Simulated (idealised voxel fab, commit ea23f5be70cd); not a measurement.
Name of the process module below: voxel self aligned vias
Cross-section cut: width 190 nm, square cells of 5 nm.
We lay out every cross-section as a grid of square cells and spell it out in bands from the top down, where one band means one or more rows of cells. The entry gives the band's vertical extent as a top height and a bottom height in nm, then its horizontal make-up as materials from left to right, each with a width in nm. "air" stands for empty space; a single material marked "all across" fills the band edge to edge. The level at which height equals 0 is the one under which the wafer, as it arrives, is entirely one material. No lower edge exists for the bottom band, which continues downward and is notated as in "0 down". When a width is written as two numbers, as in "30..40", the first number is the width in the top row of cells of the band and the second is the width in its bottom row, and the width changes by the same amount from each row to the next. A step reported as "everything unchanged" is a step in which no cell of the cross-section changed. The entry titled "Closed cavities" provides the empty spaces that have no open way to the top, restricted to those of 8 cells or more. Each is presented as width x height at distance, the distance being measured from the left edge, with all three in nm. Read whatever lies past the settings on a step's line as the simulator's own remark about the step. The "overlay nm" setting may appear on a step's line; for a step that uses a mask, it gives how far to the right of its planned position the mask lay, and a negative value indicates the left.
Process steps - plan:
- 1: RECEIVE,material Si
- 2: CONFORMAL_DEP,material SiO2,thk nm 15
- 3: CONFORMAL_DEP,material SiCN,thk nm 5
- 4: DIRECTIONAL_DEP,material SiO2,thk nm 30
- 5: DIRECTIONAL_DEP,material aC,thk nm 10
- 6: PATTERN,tone open,mask id LINES,material resist,width nm 25,pitch nm 75,thk nm 30,overlay nm 0
- 7: DIRECTIONAL_ETCH,etch materials aC,depth nm 10
- 8: STRIP,etch materials resist
- 9: DIRECTIONAL_ETCH,etch materials SiO2,depth nm 30
- 10: STRIP,etch materials aC
- 11: CONFORMAL_DEP,material TiN,thk nm 5
- 12: FILL_DEP,material W,thk nm 10
- 13: CMP,height nm 50
- 14: SELECTIVE_ETCH,etch materials W Ru TiN,depth nm 5
- 15: FILL_DEP,material SiN,thk nm 5
- 16: CMP,height nm 50
- 17: DIRECTIONAL_DEP,material SiO2,thk nm 20
- 18: MASKED_ETCH,tone open,mask id VIAS,width nm 45,pitch nm 75,etch materials SiO2,depth nm 20,overlay nm 0
- 19: MASKED_ETCH,tone open,mask id VIAS,width nm 45,pitch nm 75,etch materials SiN,depth nm 5,overlay nm 0
- 20: CONFORMAL_DEP,material TiN,thk nm 5
- 21: FILL_DEP,material W,thk nm 5
- 22: CMP,height nm 70
- 23: CONFORMAL_DEP,material SiCN,thk nm 5
Where the wafers of this document differ is in the thk nm of step 3; they start out the same, and the plan states the value that applied to the first wafer.
Cross-section of the first of several received wafers, showing its state after step 1:
    0 down  Si all across
    Closed cavities: none
wafer rows; end of module; cells per material since receipt: (+) gained, (-) lost; then closed voids:
thk nm 5 | +76 SiCN | +362 SiO2 | +60 TiN | +72 W | Closed cavities: none
thk nm 10 | +114 SiCN | +334 SiO2 | +56 TiN | +66 W | Closed cavities: none
thk nm 15 | +152 SiCN | +306 SiO2 | +52 TiN | +60 W | Closed cavities: none
thk nm 20 | +190 SiCN | +278 SiO2 | +48 TiN | +54 W | Closed cavities: none
